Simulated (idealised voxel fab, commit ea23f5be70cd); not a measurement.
process module | voxel double patterning
Section shown: cut. Width: 175 nm. Cell size: 5 nm, square.
Cross-section layout: square cells on a grid; listed as bands, top to bottom; a band spans one or more cell rows. Each band's line starts with the height of the band's top and of its bottom, in nm. Then come its materials from left to right, each with its width in nm. One material with "everywhere" fills the band from edge to edge. "air" is empty space. For the purposes of this specification, 0 denotes the height below which the wafer in its as-received condition is composed wholly of one material, and the lowermost band, lacking a lower limit, extends downward without end, as expressed in "0 nm and below". Top row gets the first number, bottom row gets the second, and each row in between changes by the same step: that is how a band width like "30..40" works. Where the words "same as before" appear for a step, the cross-section shows no cell changed by that step; every cell remained as before. You'll see "Non-vented voids" listing empty spaces that have no way open to the top, as long as they're 8 cells or more; the notation is width x height at distance, where the distance is from the left edge, and all of it is in nm. That trailing text on a step's line, after the settings, is the simulator's own remark on the step. If you see "overlay nm" on a step's line and that step has a mask, it's telling you how far right of where it was planned the mask ended up; a negative number means it went left instead.

So here's the lineup of process steps we planned:
1,RECEIVE (material Si)
2,CONFORMAL_DEP (material SiN; thk nm 10)
3,DIRECTIONAL_DEP (material SiO2; thk nm 10)
4,DIRECTIONAL_DEP (material SiCN; thk nm 5)
5,DIRECTIONAL_DEP (material aC; thk nm 10)
6,PATTERN (tone open; mask id FIRST; material resist; width nm 15; pitch nm 50; thk nm 30; overlay nm 0)
7,DIRECTIONAL_ETCH (etch materials aC; depth nm 10)
8,STRIP (etch materials resist)
9,DIRECTIONAL_ETCH (etch materials SiCN; depth nm 5)
10,STRIP (etch materials aC)
11,MASKED_ETCH (tone open; mask id SECOND; width nm 15; etch materials SiCN; depth nm 5; overlay nm 0)
12,DIRECTIONAL_ETCH (etch materials SiO2; depth nm 10)
13,STRIP (etch materials SiCN)

As-received state of the wafer in cross-section, equivalent to post-step 1:
* 0 nm and below | Si everywhere
* Non-vented voids: none

As-planned run: cross-section of the first of two wafers at end of module:
* 20 nm to 10 nm | SiO2=55 / air=15 / SiO2=10 / air=15 / SiO2=10 / air=15 / SiO2=55
* 10 nm to 0 nm | SiN everywhere
* 0 nm and below | Si everywhere
* Non-vented voids: none

What the second wafer looks like in cross-section once the module is done. Its start and its plan matched the first wafer's exactly; what differed was one mistake in how it was run:
* 10 nm to 0 nm | SiO2=55 / air=15 / SiO2=10 / air=15 / SiO2=10 / air=15 / SiO2=55
* 0 nm and below | Si everywhere
* Non-vented voids: none
Run error: step 2 of the plan was bypassed and not carried out
FYI, end of process, the second wafer has more or fewer cells of some materials than the first: SiN: 70 fewer
